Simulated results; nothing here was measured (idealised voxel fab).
Herein follows the process module entitled voxel ribs on slabs.
Pictured: cross-section cut, 180 nm wide, on a grid of 5 nm square cells.
This document writes a cross-section as a grid whose cells are square, and gives it as bands, listed from the top down; one or more rows of cells form a band. Each band's line starts with the height of the band's top and of its bottom, in nm. Then come its materials from left to right, each with its width in nm. One material with "everywhere" fills the band from edge to edge. "blank" is empty space. All heights in this document are referenced to 0, defined as the level beneath which the wafer, as received, consists entirely of one material. The lowest band is not bounded below; it extends indefinitely downward and is written in the form "0 and below". Note: "30->40" means the width goes from the first number (top row of the band) to the second number (bottom row) in equal steps per row of cells. Key: "nothing changed" - step with no changed cell in the cross-section. You'll see "Enclosed void inventory" listing empty spaces that have no way open to the top, as long as they're 8 cells or more; the notation is width x height at distance, where the distance is from the left edge, and all of it is in nm. On each step's line, the part that comes after the settings is the simulator's own comment on the step. A step's line can hold "overlay nm"; with a mask on that step, the setting says how far right of the planned place the mask lay, while a negative setting says it lay to the left.

**Intended process steps**
| 1 | op RECEIVE | material Si |
| 2 | op DIRECTIONAL_DEP | material SiO2 | thk nm 30 |
| 3 | op DIRECTIONAL_DEP | material SiN | thk nm 25 |
| 4 | op DIRECTIONAL_DEP | material aC | thk nm 15 |
| 5 | op PATTERN | tone cover | mask id RIB | material resist | width nm 25 | thk nm 35 | overlay nm 0 |
| 6 | op DIRECTIONAL_ETCH | etch materials aC | depth nm 15 |
| 7 | op STRIP | etch materials resist |
| 8 | op DIRECTIONAL_ETCH | etch materials SiN | depth nm 5 |
| 9 | op STRIP | etch materials aC |
| 10 | op PATTERN | tone cover | mask id SLAB | material resist | width nm 65 | thk nm 15 | overlay nm 0 |
| 11 | op DIRECTIONAL_ETCH | etch materials SiN | depth nm 20 |
| 12 | op STRIP | etch materials resist |
| 13 | op FILL_DEP | material SiO2 | thk nm 25 |
| 14 | op CMP | height nm 75 |
| 15 | op DIRECTIONAL_DEP | material TiN | thk nm 10 |
| 16 | op MASKED_ETCH | tone cover | mask id HEATER | width nm 35 | etch materials TiN | depth nm 10 | overlay nm 0 |
| 17 | op CONFORMAL_DEP | material SiN | thk nm 10 |

**Wafer at receipt (post step 1), cross-section**
0 and below = Si everywhere
Enclosed void inventory: none

**first wafer at the end, as planned**
95 down to 85 = blank 60, then SiN 55, then blank 65
85 down to 75 = SiN 70, then TiN 35, then SiN 75
75 down to 55 = SiO2 everywhere
55 down to 50 = SiO2 75, then SiN 25, then SiO2 80
50 down to 30 = SiO2 55, then SiN 65, then SiO2 60
30 down to 0 = SiO2 everywhere
0 and below = Si everywhere
Enclosed void inventory: none

**The second wafer, shown in cross-section after the module: started the same way as the first and given the same plan, yet one mistake crept into how it was run**
95 down to 85 = blank 60, then SiN 55, then blank 65
85 down to 75 = SiN 70, then TiN 35, then SiN 75
75 down to 55 = SiO2 everywhere
55 down to 50 = SiO2 75, then SiN 25, then SiO2 80
50 down to 30 = SiO2 50, then SiN 75, then SiO2 55
30 down to 0 = SiO2 everywhere
0 and below = Si everywhere
Enclosed void inventory: none
Want to know what went wrong? rather than as planned, step 10 actually ran as op PATTERN | tone cover | mask id SLAB | material resist | width nm 75 | thk nm 15 | overlay nm 0
Wafer comparison, final, in cells, second relative to first, materials more or fewer: SiN: 8 more, SiO2: 8 fewer
